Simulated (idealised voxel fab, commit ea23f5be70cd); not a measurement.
Documented hereafter: the process module known as voxel self aligned contacts.
This is section cut - it's 285 nm across, gridded in 5 nm square cells.
Cross-section = grid of square cells, listed top down in bands; band = one or more rows.
This entry defines a band. It first specifies the height of the band's top and the height of its bottom in nm, and then specifies the band's materials from left to right, stating each material with its width in nm. The word "throughout" identifies a single material that fills the band from edge to edge, while the word "air" identifies empty space.
Heights from 0 (as-received wafer is one material below). Bottom band endless downward, as "from 0 down".
A width such as "30 to 40" changes by the same amount from each row of cells to the next, from the band's top row to its bottom row.
The designation "no change occurred", where it is given for a processing step, indicates that no cell of the cross-section was altered in the course of that step.
Each empty space that has no open way to the top and spans at least 8 cells appears under "Sealed-off cavities" as width x height at distance, the distance counted from the left edge, all in nm.
Note: text after step settings on the step line = simulator remark on that step.
When a step includes a mask, the "overlay nm" setting on its line states how far to the right of its planned place that mask lay, and negative values state how far to the left.
### The process steps that were planned are listed below
| 1 | RECEIVE (material Si) |
| 2 | OXIDIZE (depth nm 5) |
| 3 | DIRECTIONAL_DEP (material polySi; thk nm 30) |
| 4 | DIRECTIONAL_DEP (material SiN; thk nm 20) |
| 5 | MASKED_ETCH (tone cover; mask id GATE; width nm 25; pitch nm 60; etch materials SiN; depth nm 20; overlay nm 0) |
| 6 | MASKED_ETCH (tone cover; mask id GATE; width nm 25; pitch nm 60; etch materials polySi; depth nm 30; overlay nm 0) |
| 7 | CONFORMAL_DEP (material SiN; thk nm 5) |
| 8 | DIRECTIONAL_ETCH (etch materials SiN; depth nm 5) |
| 9 | FILL_DEP (material SiO2; thk nm 15) |
| 10 | CMP (height nm 60) |
| 11 | DIRECTIONAL_DEP (material aC; thk nm 10) |
| 12 | PATTERN (tone open; mask id CONTACT; material resist; width nm 35; thk nm 30; overlay nm 0) |
| 13 | DIRECTIONAL_ETCH (etch materials aC; depth nm 10) |
| 14 | STRIP (etch materials resist) |
| 15 | DIRECTIONAL_ETCH (etch materials SiO2; depth nm 65) |
| 16 | STRIP (etch materials aC) |
| 17 | CONFORMAL_DEP (material TiN; thk nm 5) |
| 18 | FILL_DEP (material W; thk nm 10) |
| 19 | CMP (height nm 60) |
| 20 | CONFORMAL_DEP (material SiCN; thk nm 5) |
Wafers differ in width nm at step 12; plan lists the first wafer's value; identical starting state.
### As received, i.e. after step 1: cross-section through the first of several wafers
	from 0 down = Si throughout
	Sealed-off cavities: none
### first wafer at the end, after step 20
	from 65 to 60 = SiCN throughout
	from 60 to 50 = SiO2=125, then TiN=5 to 10, then W=25 to 15, then TiN=5 to 10, then SiO2=125
	from 50 to 30 = SiO2=95, then SiN=35, then TiN=5, then W=15, then TiN=5, then SiN=35, then SiO2=95
	from 30 to 0 = SiO2=95, then SiN=5, then polySi=25, then SiN=5, then TiN=5, then W=15, then TiN=5, then SiN=5, then polySi=25, then SiN=5, then SiO2=95
	from 0 to -5 = SiO2=130, then TiN=25, then SiO2=130
	from -5 down = Si throughout
	Sealed-off cavities: none
### Here's the last wafer cross-sectioned at the end of the module
	from 65 to 60 = SiCN throughout
	from 60 to 50 = SiO2=115, then TiN=5 to 20, then W=50 to 15, then TiN=5 to 25, then SiO2=110
	from 50 to 30 = SiO2=95, then SiN=35, then TiN=5, then W=15, then TiN=5, then SiN=35, then SiO2=95
	from 30 to 0 = SiO2=95, then SiN=5, then polySi=25, then SiN=5, then TiN=5, then W=15, then TiN=5, then SiN=5, then polySi=25, then SiN=5, then SiO2=95
	from 0 to -5 = SiO2=130, then TiN=25, then SiO2=130
	from -5 down = Si throughout
	Sealed-off cavities: none
### The following table contains a row per wafer, in which are reported, at the conclusion of the module, the cells of each material gained (+) or lost (-) since the wafer's receipt, with its closed voids given thereafter
width nm 35, -57 Si, +57 SiCN, +80 SiN, +532 SiO2, +31 TiN, +38 W, +60 polySi, Sealed-off cavities: none
width nm 40, -57 Si, +57 SiCN, +80 SiN, +530 SiO2, +32 TiN, +39 W, +60 polySi, Sealed-off cavities: none
width nm 45, -57 Si, +57 SiCN, +80 SiN, +528 SiO2, +33 TiN, +40 W, +60 polySi, Sealed-off cavities: none
width nm 50, -57 Si, +57 SiCN, +80 SiN, +526 SiO2, +34 TiN, +41 W, +60 polySi, Sealed-off cavities: none
width nm 55, -57 Si, +57 SiCN, +80 SiN, +524 SiO2, +35 TiN, +42 W, +60 polySi, Sealed-off cavities: none
width nm 60, -57 Si, +57 SiCN, +80 SiN, +522 SiO2, +36 TiN, +43 W, +60 polySi, Sealed-off cavities: none
